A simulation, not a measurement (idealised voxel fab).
Process module in this document: voxel transistor to metal
FYI the section here is cut, 295 nm wide, cells are 5 nm squares.
We lay out every cross-section as a grid of square cells and spell it out in bands from the top down, where one band means one or more rows of cells. Band: top height; bottom height; in nm. Then, left to right: material with width in nm, for each material. "throughout": a single material spanning edge to edge. "air": empty space. Below 0: as-received wafer, all one material; heights counted from there. Lowest band: no bottom, goes on down, written "z 0 and below". The two numbers in a width such as "30..40" mark its ends across the band: the first belongs to the top row of cells, the second to the bottom row, and from each row to the next the width moves by the same amount. It should be understood that the words "no alteration", when stated for a given step, signify that the cross-section underwent no change in any of its cells during that step. Entry "Enclosed void listing" = empty spaces >= 8 cells with no open way to the top; each as width x height at distance, distance from left edge, all nm. What comes after the settings on a step's line is commentary from the simulator itself on that step. On any step carrying a mask, the "overlay nm" setting, if present on the step's line, tells how far right of its planned place the mask lay; negative values point to the left.
-- These are the steps we planned for the process
1 RECEIVE [material Si]
2 CONFORMAL_DEP [material SiO2] [thk nm 5]
3 CONFORMAL_DEP [material SiN] [thk nm 15]
4 PATTERN [tone cover] [mask id ACTIVE] [material resist] [width nm 110] [pitch nm 140] [thk nm 20] [overlay nm 0]
5 DIRECTIONAL_ETCH [etch materials SiN] [depth nm 15]
6 DIRECTIONAL_ETCH [etch materials SiO2] [depth nm 5]
7 DIRECTIONAL_ETCH [etch materials Si] [depth nm 35]
8 STRIP [etch materials resist]
9 OXIDIZE [depth nm 5]
10 FILL_DEP [material SiO2] [thk nm 15]
11 CMP [height nm 20]
12 SELECTIVE_ETCH [etch materials SiO2] [depth nm 10]
13 STRIP [etch materials SiN]
14 SELECTIVE_ETCH [etch materials SiO2] [depth nm 5]
15 OXIDIZE [depth nm 5]
16 DIRECTIONAL_DEP [material polySi] [thk nm 30]
17 DIRECTIONAL_DEP [material SiCN] [thk nm 15]
18 MASKED_ETCH [tone cover] [mask id GATE] [width nm 20] [pitch nm 140] [etch materials SiCN] [depth nm 25] [overlay nm 0]
19 MASKED_ETCH [tone cover] [mask id GATE] [width nm 20] [pitch nm 140] [etch materials polySi] [depth nm 40] [overlay nm 0]
20 CONFORMAL_DEP [material SiO2] [thk nm 5]
21 DIRECTIONAL_ETCH [etch materials SiO2] [depth nm 5]
22 CONFORMAL_DEP [material SiN] [thk nm 5]
23 DIRECTIONAL_ETCH [etch materials SiN] [depth nm 5]
24 DIRECTIONAL_ETCH [etch materials SiO2] [depth nm 5]
25 EPI [material nSi] [thk nm 5]
26 FILL_DEP [material SiO2] [thk nm 5]
27 CMP [height nm 45]
28 DIRECTIONAL_DEP [material SiO2] [thk nm 15]
29 PATTERN [tone open] [mask id CONTACT] [material resist] [width nm 35] [thk nm 15] [overlay nm 0]
30 DIRECTIONAL_ETCH [etch materials SiO2] [depth nm 60]
31 STRIP [etch materials resist]
32 CONFORMAL_DEP [material TiN] [thk nm 5]
33 FILL_DEP [material Ru] [thk nm 5]
34 CMP [height nm 60]
35 DIRECTIONAL_DEP [material TiN] [thk nm 5]
36 DIRECTIONAL_DEP [material Ru] [thk nm 15]
37 MASKED_ETCH [tone cover] [mask id METAL_1] [width nm 20] [etch materials Ru] [depth nm 15] [overlay nm 0]
38 MASKED_ETCH [tone cover] [mask id METAL_1] [width nm 20] [etch materials TiN] [depth nm 5] [overlay nm 0]
39 FILL_DEP [material SiO2] [thk nm 5]
40 CMP [height nm 80]
41 CONFORMAL_DEP [material SiCN] [thk nm 5]
42 DIRECTIONAL_DEP [material lowk] [thk nm 30]
43 DIRECTIONAL_DEP [material aC] [thk nm 10]
44 PATTERN [tone open] [mask id METAL_2] [material resist] [width nm 20] [pitch nm 140] [thk nm 30] [overlay nm 0]
45 DIRECTIONAL_ETCH [etch materials aC] [depth nm 10]
46 STRIP [etch materials resist]
47 DIRECTIONAL_ETCH [etch materials lowk] [depth nm 15]
48 STRIP [etch materials aC]
49 PATTERN [tone open] [mask id METAL_2_HOLES] [material resist] [width nm 15] [pitch nm 140] [thk nm 15] [overlay nm 0]
50 DIRECTIONAL_ETCH [etch materials lowk] [depth nm 15]
51 DIRECTIONAL_ETCH [etch materials SiCN] [depth nm 5]
52 STRIP [etch materials resist]
53 CONFORMAL_DEP [material TiN] [thk nm 5]
54 FILL_DEP [material Ru] [thk nm 10]
55 CMP [height nm 115]
56 CONFORMAL_DEP [material SiN] [thk nm 5]
-- Cross-section, incoming material, after step 1
	z 0 and below = Si throughout
	Enclosed void listing: none
-- Here's the cross-section of the first of our two wafers at the end of the module - it ran as planned
	z 120 to 115 = SiN throughout
	z 115 to 105 = 25 lowk  5 TiN  10 Ru  5 TiN  120 lowk  5 TiN  10 Ru  5 TiN  110 lowk
	z 105 to 100 = 25 lowk  5 TiN  5 Ru  10 TiN  120 lowk  5 TiN  5 Ru  10 TiN  110 lowk
	z 100 to 85 = 25 lowk  5 TiN  5 Ru  5 TiN  125 lowk  5 TiN  5 Ru  5 TiN  115 lowk
	z 85 to 80 = 25 SiCN  15 TiN  125 SiCN  15 TiN  115 SiCN
	z 80 to 65 = 25 SiO2  20 Ru  60 SiO2  20 Ru  40 SiO2  20 Ru  60 SiO2  20 Ru  30 SiO2
	z 65 to 60 = 25 SiO2  20 TiN  60 SiO2  20 TiN  40 SiO2  20 TiN  60 SiO2  20 TiN  30 SiO2
	z 60 to 50 = 25 SiO2  5 TiN  25 Ru  5 TiN  30 SiO2  5 TiN  25 Ru  5 TiN  40 SiO2  5 TiN  25 Ru  5 TiN  30 SiO2  5 TiN  25 Ru  5 TiN  30 SiO2
	z 50 to 45 = 25 SiO2  5 TiN  20 Ru  10 TiN  30 SiO2  10 TiN  20 Ru  5 TiN  40 SiO2  5 TiN  20 Ru  10 TiN  30 SiO2  10 TiN  20 Ru  5 TiN  30 SiO2
	z 45 to 30 = 25 SiO2  5 TiN  20 Ru  5 TiN  5 SiN  5 SiO2  20 SiCN  5 SiO2  5 SiN  5 TiN  20 Ru  5 TiN  40 SiO2  5 TiN  20 Ru  5 TiN  5 SiN  5 SiO2  20 SiCN  5 SiO2  5 SiN  5 TiN  20 Ru  5 TiN  30 SiO2
	z 30 to 5 = 25 SiO2  5 TiN  20 Ru  5 TiN  5 SiN  5 SiO2  20 polySi  5 SiO2  5 SiN  5 TiN  20 Ru  5 TiN  40 SiO2  5 TiN  20 Ru  5 TiN  5 SiN  5 SiO2  20 polySi  5 SiO2  5 SiN  5 TiN  20 Ru  5 TiN  30 SiO2
	z 5 to 0 = 20 SiO2  5 SiN  30 TiN  5 SiN  5 SiO2  20 polySi  5 SiO2  5 SiN  30 TiN  5 SiN  30 SiO2  5 SiN  30 TiN  5 SiN  5 SiO2  20 polySi  5 SiO2  5 SiN  30 TiN  5 SiN  25 SiO2
	z 0 to -5 = 25 SiO2  30 nSi  40 SiO2  30 nSi  40 SiO2  30 nSi  40 SiO2  30 nSi  30 SiO2
	z -5 to -40 = 25 SiO2  100 Si  40 SiO2  100 Si  30 SiO2
	z -40 and below = Si throughout
	Enclosed void listing: none
-- Presented here is a cross-section of the second of the two wafers as it stood at the end of the module. It was started in the same manner and assigned the same plan as the first wafer; however, one mistake was made in its execution
	z 120 to 115 = SiN throughout
	z 115 to 105 = 25 lowk  5 TiN  10 Ru  5 TiN  120 lowk  5 TiN  10 Ru  5 TiN  110 lowk
	z 105 to 100 = 25 lowk  5 TiN  5 Ru  10 TiN  120 lowk  5 TiN  5 Ru  10 TiN  110 lowk
	z 100 to 85 = 25 lowk  5 TiN  5 Ru  5 TiN  125 lowk  5 TiN  5 Ru  5 TiN  115 lowk
	z 85 to 80 = 25 SiCN  15 TiN  125 SiCN  15 TiN  115 SiCN
	z 80 to 65 = 25 SiO2  20 Ru  60 SiO2  20 Ru  40 SiO2  20 Ru  60 SiO2  20 Ru  30 SiO2
	z 65 to 60 = 25 SiO2  20 TiN  60 SiO2  20 TiN  40 SiO2  20 TiN  60 SiO2  20 TiN  30 SiO2
	z 60 to 50 = 25 SiO2  5 TiN  25 Ru  5 TiN  30 SiO2  5 TiN  25 Ru  5 TiN  40 SiO2  5 TiN  25 Ru  5 TiN  30 SiO2  5 TiN  25 Ru  5 TiN  30 SiO2
	z 50 to 45 = 25 SiO2  5 TiN  20 Ru  10 TiN  30 SiO2  10 TiN  20 Ru  5 TiN  40 SiO2  5 TiN  20 Ru  10 TiN  30 SiO2  10 TiN  20 Ru  5 TiN  30 SiO2
	z 45 to 35 = 25 SiO2  5 TiN  20 Ru  5 TiN  5 SiN  5 SiO2  20 SiCN  5 SiO2  5 SiN  5 TiN  20 Ru  5 TiN  40 SiO2  5 TiN  20 Ru  5 TiN  5 SiN  5 SiO2  20 SiCN  5 SiO2  5 SiN  5 TiN  20 Ru  5 TiN  30 SiO2
	z 35 to 5 = 25 SiO2  5 TiN  20 Ru  5 TiN  5 SiN  5 SiO2  20 polySi  5 SiO2  5 SiN  5 TiN  20 Ru  5 TiN  40 SiO2  5 TiN  20 Ru  5 TiN  5 SiN  5 SiO2  20 polySi  5 SiO2  5 SiN  5 TiN  20 Ru  5 TiN  30 SiO2
	z 5 to 0 = 15 SiO2  5 SiN  5 SiO2  30 TiN  40 SiO2  30 TiN  5 SiO2  5 SiN  20 SiO2  5 SiN  5 SiO2  30 TiN  40 SiO2  30 TiN  5 SiO2  5 SiN  20 SiO2
	z 0 to -5 = 15 nSi  120 SiO2  20 nSi  120 SiO2  20 nSi
	z -5 to -40 = 15 Si  120 SiO2  20 Si  120 SiO2  20 Si
	z -40 and below = Si throughout
	Enclosed void listing: none
So what did we get wrong on this run? step 4: run off-plan, actual operation and settings PATTERN [tone open] [mask id ACTIVE] [material resist] [width nm 110] [pitch nm 140] [thk nm 20] [overlay nm 0]
In the final state, the cell counts of the second wafer exceed or fall short of those of the first for the following materials: Si -203; SiCN -8; SiN -4; SiO2 +228; nSi -13
